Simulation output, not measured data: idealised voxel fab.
process module | voxel transistor to metal
cross-section cut | 150 nm wide | cells 5 nm
A cross-section is a grid of square cells, given in bands from the top down. A band is one or more rows of cells.
Each band's line starts with the height of the band's top and of its bottom, in nm. Then come its materials from left to right, each with its width in nm. One material with "throughout" fills the band from edge to edge. "air" is empty space.
Height 0 is the level under which the wafer as received is all one material. The lowest band goes on downwards, as in "0 down".
A width such as "30 to 40" changes by the same amount from each row of cells to the next, from the band's top row to its bottom row.
"no change" after a step means that no cell of the cross-section changed.
closed voids: empty space of 8 cells or more with no open way to the top, each as width x height at its distance from the left edge, in nm
after a step's settings: what the simulator itself notes on the step
overlay nm, on a step with a mask: how far to the right of its planned place the mask lay; to the left if negative
plan
1 op RECEIVE | material Si
2 op CONFORMAL_DEP | material SiO2 | thk nm 5
3 op CONFORMAL_DEP | material SiN | thk nm 10
4 op PATTERN | tone cover | mask id ACTIVE | material resist | width nm 115 | thk nm 15 | overlay nm 0
5 op DIRECTIONAL_ETCH | etch materials SiN | depth nm 10
6 op DIRECTIONAL_ETCH | etch materials SiO2 | depth nm 5
7 op DIRECTIONAL_ETCH | etch materials Si | depth nm 20
8 op STRIP | etch materials resist
9 op FILL_DEP | material SiO2 | thk nm 15
10 op CMP | height nm 15
11 op SELECTIVE_ETCH | etch materials SiO2 | depth nm 10
12 op STRIP | etch materials SiN
13 op SELECTIVE_ETCH | etch materials SiO2 | depth nm 5
14 op OXIDIZE | depth nm 5
15 op DIRECTIONAL_DEP | material polySi | thk nm 20
16 op DIRECTIONAL_DEP | material SiCN | thk nm 10
17 op DIRECTIONAL_DEP | material aC | thk nm 10
18 op PATTERN | tone cover | mask id GATE | material resist | width nm 35 | thk nm 30 | overlay nm 0
19 op DIRECTIONAL_ETCH | etch materials aC | depth nm 10
20 op STRIP | etch materials resist
21 op DIRECTIONAL_ETCH | etch materials SiCN | depth nm 20
22 op DIRECTIONAL_ETCH | etch materials polySi | depth nm 30
23 op STRIP | etch materials aC
24 op CONFORMAL_DEP | material SiN | thk nm 5
25 op DIRECTIONAL_ETCH | etch materials SiN | depth nm 5
26 op DIRECTIONAL_ETCH | etch materials SiO2 | depth nm 5
27 op DIRECTIONAL_ETCH | etch materials Si | depth nm 5
28 op EPI | material SiGe | thk nm 10
29 op FILL_DEP | material SiO2 | thk nm 10
30 op CMP | height nm 20
31 op STRIP | etch materials polySi
32 op SELECTIVE_ETCH | etch materials SiO2 | depth nm 5
33 op CONFORMAL_DEP | material HfO2 | thk nm 5
34 op CONFORMAL_DEP | material TiN | thk nm 5
35 op FILL_DEP | material W | thk nm 5
36 op CMP | height nm 15
37 op DIRECTIONAL_DEP | material SiO2 | thk nm 10
38 op PATTERN | tone open | mask id CONTACT | material resist | width nm 15 | pitch nm 90 | thk nm 20 | overlay nm 0
39 op DIRECTIONAL_ETCH | etch materials SiO2 | depth nm 25
40 op STRIP | etch materials resist
41 op CONFORMAL_DEP | material TiN | thk nm 5
42 op FILL_DEP | material W | thk nm 5
43 op CMP | height nm 25
44 op CONFORMAL_DEP | material SiCN | thk nm 5
45 op DIRECTIONAL_DEP | material lowk | thk nm 20
46 op PATTERN | tone open | mask id METAL_1 | material resist | width nm 15 | pitch nm 90 | thk nm 15 | overlay nm 0
47 op DIRECTIONAL_ETCH | etch materials lowk | depth nm 20
48 op DIRECTIONAL_ETCH | etch materials SiCN | depth nm 5
49 op STRIP | etch materials resist
50 op CONFORMAL_DEP | material TiN | thk nm 5
51 op FILL_DEP | material Ru | thk nm 5
52 op CMP | height nm 50
53 op EPI | material Ru | thk nm 5
54 op FILL_DEP | material SiCN | thk nm 5
first wafer, as planned
as received, after step 1
  0 down: Si throughout
  closed voids: none
after step 2
  5 to 0: SiO2 throughout
  below 0: unchanged
after step 3
  15 to 5: SiN throughout
  below 5: unchanged
after step 4
  30 to 15: air 15 | resist 115 | air 20
  below 15: unchanged
after step 5
  30 to 15: air 15 | resist 115 | air 20
  15 to 5: air 15 | SiN 115 | air 20
  below 5: unchanged
after step 6
  30 to 15: air 15 | resist 115 | air 20
  15 to 5: air 15 | SiN 115 | air 20
  5 to 0: air 15 | SiO2 115 | air 20
  below 0: unchanged
after step 7
  30 to 15: air 15 | resist 115 | air 20
  15 to 5: air 15 | SiN 115 | air 20
  5 to 0: air 15 | SiO2 115 | air 20
  0 to -20: air 15 | Si 115 | air 20
  below -20: unchanged
after step 8
  15 to 5: air 15 | SiN 115 | air 20
  below 5: unchanged
after step 9
  30 to 15: SiO2 throughout
  15 to 5: SiO2 15 | SiN 115 | SiO2 20
  5 to 0: SiO2 throughout
  0 to -20: SiO2 15 | Si 115 | SiO2 20
  below -20: unchanged
after step 10
  15 to 5: SiO2 15 | SiN 115 | SiO2 20
  below 5: unchanged
after step 11
  15 to 5: air 15 | SiN 115 | air 20
  below 5: unchanged
after step 12
  5 to 0: SiO2 throughout
  below 0: unchanged
after step 13
  0 to -20: SiO2 15 | Si 115 | SiO2 20
  below -20: unchanged
after step 14
  0 to -5: SiO2 throughout
  below -5: unchanged
after step 15
  20 to 0: polySi throughout
  below 0: unchanged
after step 16
  30 to 20: SiCN throughout
  below 20: unchanged
after step 17
  40 to 30: aC throughout
  below 30: unchanged
after step 18
  70 to 40: air 55 | resist 35 | air 60
  below 40: unchanged
after step 19
  60 to 40: air 55 | resist 35 | air 60
  40 to 30: air 55 | aC 35 | air 60
  below 30: unchanged
after step 20
  40 to 30: air 55 | aC 35 | air 60
  below 30: unchanged
after step 21
  40 to 30: air 55 | aC 35 | air 60
  30 to 20: air 55 | SiCN 35 | air 60
  below 20: unchanged
after step 22
  40 to 30: air 55 | aC 35 | air 60
  30 to 20: air 55 | SiCN 35 | air 60
  20 to 0: air 55 | polySi 35 | air 60
  below 0: unchanged
after step 23
  30 to 20: air 55 | SiCN 35 | air 60
  below 20: unchanged
after step 24
  35 to 30: air 50 | SiN 45 | air 55
  30 to 20: air 50 | SiN 5 | SiCN 35 | SiN 5 | air 55
  20 to 5: air 50 | SiN 5 | polySi 35 | SiN 5 | air 55
  5 to 0: SiN 55 | polySi 35 | SiN 60
  below 0: unchanged
after step 25
  30 to 20: air 50 | SiN 5 | SiCN 35 | SiN 5 | air 55
  20 to 0: air 50 | SiN 5 | polySi 35 | SiN 5 | air 55
  below 0: unchanged
after step 26
  30 to 20: air 50 | SiN 5 | SiCN 35 | SiN 5 | air 55
  20 to 0: air 50 | SiN 5 | polySi 35 | SiN 5 | air 55
  0 to -5: air 50 | SiO2 45 | air 55
  below -5: unchanged
after step 27
  30 to 20: air 50 | SiN 5 | SiCN 35 | SiN 5 | air 55
  20 to 0: air 50 | SiN 5 | polySi 35 | SiN 5 | air 55
  0 to -5: air 50 | SiO2 45 | air 55
  -5 to -10: SiO2 15 | air 35 | Si 45 | air 35 | SiO2 20
  below -10: unchanged
after step 28
  30 to 20: air 50 | SiN 5 | SiCN 35 | SiN 5 | air 55
  20 to 5: air 50 | SiN 5 | polySi 35 | SiN 5 | air 55
  5 to 0: air 40 | SiGe 10 | SiN 5 | polySi 35 | SiN 5 | SiGe 10 | air 45
  0 to -5: air 10 | SiGe 40 | SiO2 45 | SiGe 40 | air 15
  -5 to -10: SiO2 15 | SiGe 35 | Si 45 | SiGe 35 | SiO2 20
  below -10: unchanged
after step 29
  40 to 30: SiO2 throughout
  30 to 20: SiO2 50 | SiN 5 | SiCN 35 | SiN 5 | SiO2 55
  20 to 5: SiO2 50 | SiN 5 | polySi 35 | SiN 5 | SiO2 55
  5 to 0: SiO2 40 | SiGe 10 | SiN 5 | polySi 35 | SiN 5 | SiGe 10 | SiO2 45
  0 to -5: SiO2 10 | SiGe 40 | SiO2 45 | SiGe 40 | SiO2 15
  below -5: unchanged
after step 30
  20 to 5: SiO2 50 | SiN 5 | polySi 35 | SiN 5 | SiO2 55
  below 5: unchanged
after step 31
  20 to 5: SiO2 50 | SiN 5 | air 35 | SiN 5 | SiO2 55
  5 to 0: SiO2 40 | SiGe 10 | SiN 5 | air 35 | SiN 5 | SiGe 10 | SiO2 45
  below 0: unchanged
after step 32
  20 to 15: air 50 | SiN 5 | air 35 | SiN 5 | air 55
  15 to 5: SiO2 50 | SiN 5 | air 35 | SiN 5 | SiO2 55
  5 to 0: SiO2 40 | SiGe 10 | SiN 5 | air 35 | SiN 5 | SiGe 10 | SiO2 45
  0 to -5: SiO2 10 | SiGe 40 | air 45 | SiGe 40 | SiO2 15
  below -5: unchanged
after step 33
  25 to 20: air 45 | HfO2 15 | air 25 | HfO2 15 | air 50
  20 to 15: HfO2 50 | SiN 5 | HfO2 5 | air 25 | HfO2 5 | SiN 5 | HfO2 55
  15 to 5: SiO2 50 | SiN 5 | HfO2 5 | air 25 | HfO2 5 | SiN 5 | SiO2 55
  5 to 0: SiO2 40 | SiGe 10 | SiN 5 | HfO2 5 | air 25 | HfO2 5 | SiN 5 | SiGe 10 | SiO2 45
  0 to -5: SiO2 10 | SiGe 40 | HfO2 45 | SiGe 40 | SiO2 15
  below -5: unchanged
after step 34
  30 to 25: air 40 | TiN 25 | air 15 | TiN 25 | air 45
  25 to 20: TiN 45 | HfO2 15 | TiN 5 | air 15 | TiN 5 | HfO2 15 | TiN 50
  20 to 15: HfO2 50 | SiN 5 | HfO2 5 | TiN 5 | air 15 | TiN 5 | HfO2 5 | SiN 5 | HfO2 55
  15 to 5: SiO2 50 | SiN 5 | HfO2 5 | TiN 5 | air 15 | TiN 5 | HfO2 5 | SiN 5 | SiO2 55
  5 to 0: SiO2 40 | SiGe 10 | SiN 5 | HfO2 5 | TiN 25 | HfO2 5 | SiN 5 | SiGe 10 | SiO2 45
  below 0: unchanged
after step 35
  35 to 30: W throughout
  30 to 25: W 40 | TiN 25 | W 15 | TiN 25 | W 45
  25 to 20: TiN 45 | HfO2 15 | TiN 5 | W 15 | TiN 5 | HfO2 15 | TiN 50
  20 to 15: HfO2 50 | SiN 5 | HfO2 5 | TiN 5 | W 15 | TiN 5 | HfO2 5 | SiN 5 | HfO2 55
  15 to 5: SiO2 50 | SiN 5 | HfO2 5 | TiN 5 | W 15 | TiN 5 | HfO2 5 | SiN 5 | SiO2 55
  below 5: unchanged
after step 36
  15 to 5: SiO2 50 | SiN 5 | HfO2 5 | TiN 5 | W 15 | TiN 5 | HfO2 5 | SiN 5 | SiO2 55
  below 5: unchanged
after step 37
  25 to 15: SiO2 throughout
  below 15: unchanged
after step 38
  45 to 25: resist 20 | air 15 | resist 75 | air 15 | resist 25
  below 25: unchanged
after step 39
  45 to 25: resist 20 | air 15 | resist 75 | air 15 | resist 25
  25 to 15: SiO2 20 | air 15 | SiO2 75 | air 15 | SiO2 25
  15 to 5: SiO2 20 | air 15 | SiO2 15 | SiN 5 | HfO2 5 | TiN 5 | W 15 | TiN 5 | HfO2 5 | SiN 5 | SiO2 15 | air 15 | SiO2 25
  5 to 0: SiO2 20 | air 15 | SiO2 5 | SiGe 10 | SiN 5 | HfO2 5 | TiN 25 | HfO2 5 | SiN 5 | SiGe 10 | SiO2 5 | air 15 | SiO2 25
  below 0: unchanged
after step 40
  25 to 15: SiO2 20 | air 15 | SiO2 75 | air 15 | SiO2 25
  below 15: unchanged
after step 41
  30 to 25: TiN 25 | air 5 | TiN 85 | air 5 | TiN 30
  25 to 15: SiO2 20 | TiN 5 | air 5 | TiN 5 | SiO2 75 | TiN 5 | air 5 | TiN 5 | SiO2 25
  15 to 5: SiO2 20 | TiN 5 | air 5 | TiN 5 | SiO2 15 | SiN 5 | HfO2 5 | TiN 5 | W 15 | TiN 5 | HfO2 5 | SiN 5 | SiO2 15 | TiN 5 | air 5 | TiN 5 | SiO2 25
  5 to 0: SiO2 20 | TiN 15 | SiO2 5 | SiGe 10 | SiN 5 | HfO2 5 | TiN 25 | HfO2 5 | SiN 5 | SiGe 10 | SiO2 5 | TiN 15 | SiO2 25
  below 0: unchanged
after step 42
  35 to 30: W throughout
  30 to 25: TiN 25 | W 5 | TiN 85 | W 5 | TiN 30
  25 to 15: SiO2 20 | TiN 5 | W 5 | TiN 5 | SiO2 75 | TiN 5 | W 5 | TiN 5 | SiO2 25
  15 to 5: SiO2 20 | TiN 5 | W 5 | TiN 5 | SiO2 15 | SiN 5 | HfO2 5 | TiN 5 | W 15 | TiN 5 | HfO2 5 | SiN 5 | SiO2 15 | TiN 5 | W 5 | TiN 5 | SiO2 25
  below 5: unchanged
after step 43
  25 to 15: SiO2 20 | TiN 5 | W 5 | TiN 5 | SiO2 75 | TiN 5 | W 5 | TiN 5 | SiO2 25
  below 15: unchanged
after step 44
  30 to 25: SiCN throughout
  below 25: unchanged
after step 45
  50 to 30: lowk throughout
  below 30: unchanged
after step 46
  65 to 50: resist 20 | air 15 | resist 75 | air 15 | resist 25
  below 50: unchanged
after step 47
  65 to 50: resist 20 | air 15 | resist 75 | air 15 | resist 25
  50 to 30: lowk 20 | air 15 | lowk 75 | air 15 | lowk 25
  below 30: unchanged
after step 48
  65 to 50: resist 20 | air 15 | resist 75 | air 15 | resist 25
  50 to 30: lowk 20 | air 15 | lowk 75 | air 15 | lowk 25
  30 to 25: SiCN 20 | air 15 | SiCN 75 | air 15 | SiCN 25
  below 25: unchanged
after step 49
  50 to 30: lowk 20 | air 15 | lowk 75 | air 15 | lowk 25
  below 30: unchanged
after step 50
  55 to 50: TiN 25 | air 5 | TiN 85 | air 5 | TiN 30
  50 to 30: lowk 20 | TiN 5 | air 5 | TiN 5 | lowk 75 | TiN 5 | air 5 | TiN 5 | lowk 25
  30 to 25: SiCN 20 | TiN 15 | SiCN 75 | TiN 15 | SiCN 25
  below 25: unchanged
after step 51
  60 to 55: Ru throughout
  55 to 50: TiN 25 | Ru 5 | TiN 85 | Ru 5 | TiN 30
  50 to 30: lowk 20 | TiN 5 | Ru 5 | TiN 5 | lowk 75 | TiN 5 | Ru 5 | TiN 5 | lowk 25
  below 30: unchanged
after step 52
  50 to 30: lowk 20 | TiN 5 | Ru 5 | TiN 5 | lowk 75 | TiN 5 | Ru 5 | TiN 5 | lowk 25
  below 30: unchanged
after step 53
  55 to 50: air 15 | Ru 25 | air 65 | Ru 25 | air 20
  below 50: unchanged
after step 54
  60 to 55: SiCN throughout
  55 to 50: SiCN 15 | Ru 25 | SiCN 65 | Ru 25 | SiCN 20
  below 50: unchanged
second wafer: like start, like plan, one mistake. Through step 3 it matches the first wafer
when step 4 should have ended
  30 to 15: air 15 | resist 120 | air 15
  below 15: unchanged
when step 5 should have ended
  30 to 15: air 15 | resist 120 | air 15
  15 to 5: air 15 | SiN 120 | air 15
  below 5: unchanged
when step 6 should have ended
  30 to 15: air 15 | resist 120 | air 15
  15 to 5: air 15 | SiN 120 | air 15
  5 to 0: air 15 | SiO2 120 | air 15
  below 0: unchanged
when step 7 should have ended
  30 to 15: air 15 | resist 120 | air 15
  15 to 5: air 15 | SiN 120 | air 15
  5 to 0: air 15 | SiO2 120 | air 15
  0 to -20: air 15 | Si 120 | air 15
  below -20: unchanged
when step 8 should have ended
  15 to 5: air 15 | SiN 120 | air 15
  below 5: unchanged
when step 9 should have ended
  30 to 15: SiO2 throughout
  15 to 5: SiO2 15 | SiN 120 | SiO2 15
  5 to 0: SiO2 throughout
  0 to -20: SiO2 15 | Si 120 | SiO2 15
  below -20: unchanged
when step 10 should have ended
  15 to 5: SiO2 15 | SiN 120 | SiO2 15
  below 5: unchanged
when step 11 should have ended
  15 to 5: air 15 | SiN 120 | air 15
  below 5: unchanged
when step 12 should have ended
  5 to 0: SiO2 throughout
  below 0: unchanged
when step 13 should have ended
  0 to -20: SiO2 15 | Si 120 | SiO2 15
  below -20: unchanged
when step 14 should have ended
  0 to -5: SiO2 throughout
  below -5: unchanged
when step 15 should have ended
  20 to 0: polySi throughout
  below 0: unchanged
when step 16 should have ended
  30 to 20: SiCN throughout
  below 20: unchanged
when step 17 should have ended
  40 to 30: aC throughout
  below 30: unchanged
when step 18 should have ended
  70 to 40: air 55 | resist 35 | air 60
  below 40: unchanged
when step 19 should have ended
  60 to 40: air 55 | resist 35 | air 60
  40 to 30: air 55 | aC 35 | air 60
  below 30: unchanged
when step 20 should have ended
  40 to 30: air 55 | aC 35 | air 60
  below 30: unchanged
when step 21 should have ended
  40 to 30: air 55 | aC 35 | air 60
  30 to 20: air 55 | SiCN 35 | air 60
  below 20: unchanged
when step 22 should have ended
  40 to 30: air 55 | aC 35 | air 60
  30 to 20: air 55 | SiCN 35 | air 60
  20 to 0: air 55 | polySi 35 | air 60
  below 0: unchanged
when step 23 should have ended
  30 to 20: air 55 | SiCN 35 | air 60
  below 20: unchanged
when step 24 should have ended
  35 to 30: air 50 | SiN 45 | air 55
  30 to 20: air 50 | SiN 5 | SiCN 35 | SiN 5 | air 55
  20 to 5: air 50 | SiN 5 | polySi 35 | SiN 5 | air 55
  5 to 0: SiN 55 | polySi 35 | SiN 60
  below 0: unchanged
when step 25 should have ended
  30 to 20: air 50 | SiN 5 | SiCN 35 | SiN 5 | air 55
  20 to 0: air 50 | SiN 5 | polySi 35 | SiN 5 | air 55
  below 0: unchanged
when step 26 should have ended
  30 to 20: air 50 | SiN 5 | SiCN 35 | SiN 5 | air 55
  20 to 0: air 50 | SiN 5 | polySi 35 | SiN 5 | air 55
  0 to -5: air 50 | SiO2 45 | air 55
  below -5: unchanged
when step 27 should have ended
  30 to 20: air 50 | SiN 5 | SiCN 35 | SiN 5 | air 55
  20 to 0: air 50 | SiN 5 | polySi 35 | SiN 5 | air 55
  0 to -5: air 50 | SiO2 45 | air 55
  -5 to -10: SiO2 15 | air 35 | Si 45 | air 40 | SiO2 15
  below -10: unchanged
when step 28 should have ended
  30 to 20: air 50 | SiN 5 | SiCN 35 | SiN 5 | air 55
  20 to 5: air 50 | SiN 5 | polySi 35 | SiN 5 | air 55
  5 to 0: air 40 | SiGe 10 | SiN 5 | polySi 35 | SiN 5 | SiGe 10 | air 45
  0 to -5: air 10 | SiGe 40 | SiO2 45 | SiGe 45 | air 10
  -5 to -10: SiO2 15 | SiGe 35 | Si 45 | SiGe 40 | SiO2 15
  below -10: unchanged
when step 29 should have ended
  40 to 30: SiO2 throughout
  30 to 20: SiO2 50 | SiN 5 | SiCN 35 | SiN 5 | SiO2 55
  20 to 5: SiO2 50 | SiN 5 | polySi 35 | SiN 5 | SiO2 55
  5 to 0: SiO2 40 | SiGe 10 | SiN 5 | polySi 35 | SiN 5 | SiGe 10 | SiO2 45
  0 to -5: SiO2 10 | SiGe 40 | SiO2 45 | SiGe 45 | SiO2 10
  below -5: unchanged
when step 30 should have ended
  20 to 5: SiO2 50 | SiN 5 | polySi 35 | SiN 5 | SiO2 55
  below 5: unchanged
when step 31 should have ended
  20 to 5: SiO2 50 | SiN 5 | air 35 | SiN 5 | SiO2 55
  5 to 0: SiO2 40 | SiGe 10 | SiN 5 | air 35 | SiN 5 | SiGe 10 | SiO2 45
  below 0: unchanged
when step 32 should have ended
  20 to 15: air 50 | SiN 5 | air 35 | SiN 5 | air 55
  15 to 5: SiO2 50 | SiN 5 | air 35 | SiN 5 | SiO2 55
  5 to 0: SiO2 40 | SiGe 10 | SiN 5 | air 35 | SiN 5 | SiGe 10 | SiO2 45
  0 to -5: SiO2 10 | SiGe 40 | air 45 | SiGe 45 | SiO2 10
  below -5: unchanged
when step 33 should have ended
  25 to 20: air 45 | HfO2 15 | air 25 | HfO2 15 | air 50
  20 to 15: HfO2 50 | SiN 5 | HfO2 5 | air 25 | HfO2 5 | SiN 5 | HfO2 55
  15 to 5: SiO2 50 | SiN 5 | HfO2 5 | air 25 | HfO2 5 | SiN 5 | SiO2 55
  5 to 0: SiO2 40 | SiGe 10 | SiN 5 | HfO2 5 | air 25 | HfO2 5 | SiN 5 | SiGe 10 | SiO2 45
  0 to -5: SiO2 10 | SiGe 40 | HfO2 45 | SiGe 45 | SiO2 10
  below -5: unchanged
when step 34 should have ended
  30 to 25: air 40 | TiN 25 | air 15 | TiN 25 | air 45
  25 to 20: TiN 45 | HfO2 15 | TiN 5 | air 15 | TiN 5 | HfO2 15 | TiN 50
  20 to 15: HfO2 50 | SiN 5 | HfO2 5 | TiN 5 | air 15 | TiN 5 | HfO2 5 | SiN 5 | HfO2 55
  15 to 5: SiO2 50 | SiN 5 | HfO2 5 | TiN 5 | air 15 | TiN 5 | HfO2 5 | SiN 5 | SiO2 55
  5 to 0: SiO2 40 | SiGe 10 | SiN 5 | HfO2 5 | TiN 25 | HfO2 5 | SiN 5 | SiGe 10 | SiO2 45
  below 0: unchanged
when step 35 should have ended
  35 to 30: W throughout
  30 to 25: W 40 | TiN 25 | W 15 | TiN 25 | W 45
  25 to 20: TiN 45 | HfO2 15 | TiN 5 | W 15 | TiN 5 | HfO2 15 | TiN 50
  20 to 15: HfO2 50 | SiN 5 | HfO2 5 | TiN 5 | W 15 | TiN 5 | HfO2 5 | SiN 5 | HfO2 55
  15 to 5: SiO2 50 | SiN 5 | HfO2 5 | TiN 5 | W 15 | TiN 5 | HfO2 5 | SiN 5 | SiO2 55
  below 5: unchanged
when step 36 should have ended
  15 to 5: SiO2 50 | SiN 5 | HfO2 5 | TiN 5 | W 15 | TiN 5 | HfO2 5 | SiN 5 | SiO2 55
  below 5: unchanged
when step 37 should have ended
  25 to 15: SiO2 throughout
  below 15: unchanged
when step 38 should have ended
  45 to 25: resist 20 | air 15 | resist 75 | air 15 | resist 25
  below 25: unchanged
when step 39 should have ended
  45 to 25: resist 20 | air 15 | resist 75 | air 15 | resist 25
  25 to 15: SiO2 20 | air 15 | SiO2 75 | air 15 | SiO2 25
  15 to 5: SiO2 20 | air 15 | SiO2 15 | SiN 5 | HfO2 5 | TiN 5 | W 15 | TiN 5 | HfO2 5 | SiN 5 | SiO2 15 | air 15 | SiO2 25
  5 to 0: SiO2 20 | air 15 | SiO2 5 | SiGe 10 | SiN 5 | HfO2 5 | TiN 25 | HfO2 5 | SiN 5 | SiGe 10 | SiO2 5 | air 15 | SiO2 25
  below 0: unchanged
when step 40 should have ended
  25 to 15: SiO2 20 | air 15 | SiO2 75 | air 15 | SiO2 25
  below 15: unchanged
when step 41 should have ended
  30 to 25: TiN 25 | air 5 | TiN 85 | air 5 | TiN 30
  25 to 15: SiO2 20 | TiN 5 | air 5 | TiN 5 | SiO2 75 | TiN 5 | air 5 | TiN 5 | SiO2 25
  15 to 5: SiO2 20 | TiN 5 | air 5 | TiN 5 | SiO2 15 | SiN 5 | HfO2 5 | TiN 5 | W 15 | TiN 5 | HfO2 5 | SiN 5 | SiO2 15 | TiN 5 | air 5 | TiN 5 | SiO2 25
  5 to 0: SiO2 20 | TiN 15 | SiO2 5 | SiGe 10 | SiN 5 | HfO2 5 | TiN 25 | HfO2 5 | SiN 5 | SiGe 10 | SiO2 5 | TiN 15 | SiO2 25
  below 0: unchanged
when step 42 should have ended
  35 to 30: W throughout
  30 to 25: TiN 25 | W 5 | TiN 85 | W 5 | TiN 30
  25 to 15: SiO2 20 | TiN 5 | W 5 | TiN 5 | SiO2 75 | TiN 5 | W 5 | TiN 5 | SiO2 25
  15 to 5: SiO2 20 | TiN 5 | W 5 | TiN 5 | SiO2 15 | SiN 5 | HfO2 5 | TiN 5 | W 15 | TiN 5 | HfO2 5 | SiN 5 | SiO2 15 | TiN 5 | W 5 | TiN 5 | SiO2 25
  below 5: unchanged
when step 43 should have ended
  25 to 15: SiO2 20 | TiN 5 | W 5 | TiN 5 | SiO2 75 | TiN 5 | W 5 | TiN 5 | SiO2 25
  below 15: unchanged
when step 44 should have ended
  30 to 25: SiCN throughout
  below 25: unchanged
when step 45 should have ended
  50 to 30: lowk throughout
  below 30: unchanged
when step 46 should have ended
  65 to 50: resist 20 | air 15 | resist 75 | air 15 | resist 25
  below 50: unchanged
when step 47 should have ended
  65 to 50: resist 20 | air 15 | resist 75 | air 15 | resist 25
  50 to 30: lowk 20 | air 15 | lowk 75 | air 15 | lowk 25
  below 30: unchanged
when step 48 should have ended
  65 to 50: resist 20 | air 15 | resist 75 | air 15 | resist 25
  50 to 30: lowk 20 | air 15 | lowk 75 | air 15 | lowk 25
  30 to 25: SiCN 20 | air 15 | SiCN 75 | air 15 | SiCN 25
  below 25: unchanged
when step 49 should have ended
  50 to 30: lowk 20 | air 15 | lowk 75 | air 15 | lowk 25
  below 30: unchanged
when step 50 should have ended
  55 to 50: TiN 25 | air 5 | TiN 85 | air 5 | TiN 30
  50 to 30: lowk 20 | TiN 5 | air 5 | TiN 5 | lowk 75 | TiN 5 | air 5 | TiN 5 | lowk 25
  30 to 25: SiCN 20 | TiN 15 | SiCN 75 | TiN 15 | SiCN 25
  below 25: unchanged
when step 51 should have ended
  60 to 55: Ru throughout
  55 to 50: TiN 25 | Ru 5 | TiN 85 | Ru 5 | TiN 30
  50 to 30: lowk 20 | TiN 5 | Ru 5 | TiN 5 | lowk 75 | TiN 5 | Ru 5 | TiN 5 | lowk 25
  below 30: unchanged
when step 52 should have ended
  50 to 30: lowk 20 | TiN 5 | Ru 5 | TiN 5 | lowk 75 | TiN 5 | Ru 5 | TiN 5 | lowk 25
  below 30: unchanged
when step 53 should have ended
  55 to 50: air 15 | Ru 25 | air 65 | Ru 25 | air 20
  below 50: unchanged
when step 54 should have ended
  60 to 55: SiCN throughout
  55 to 50: SiCN 15 | Ru 25 | SiCN 65 | Ru 25 | SiCN 20
  below 50: unchanged
what went wrong: step 4 ran as: op PATTERN | tone cover | mask id ACTIVE | material resist | width nm 120 | thk nm 15 | overlay nm 0
at the end the second wafer has, in cells: 2 more of Si | 2 more of SiGe | 4 fewer of SiO2
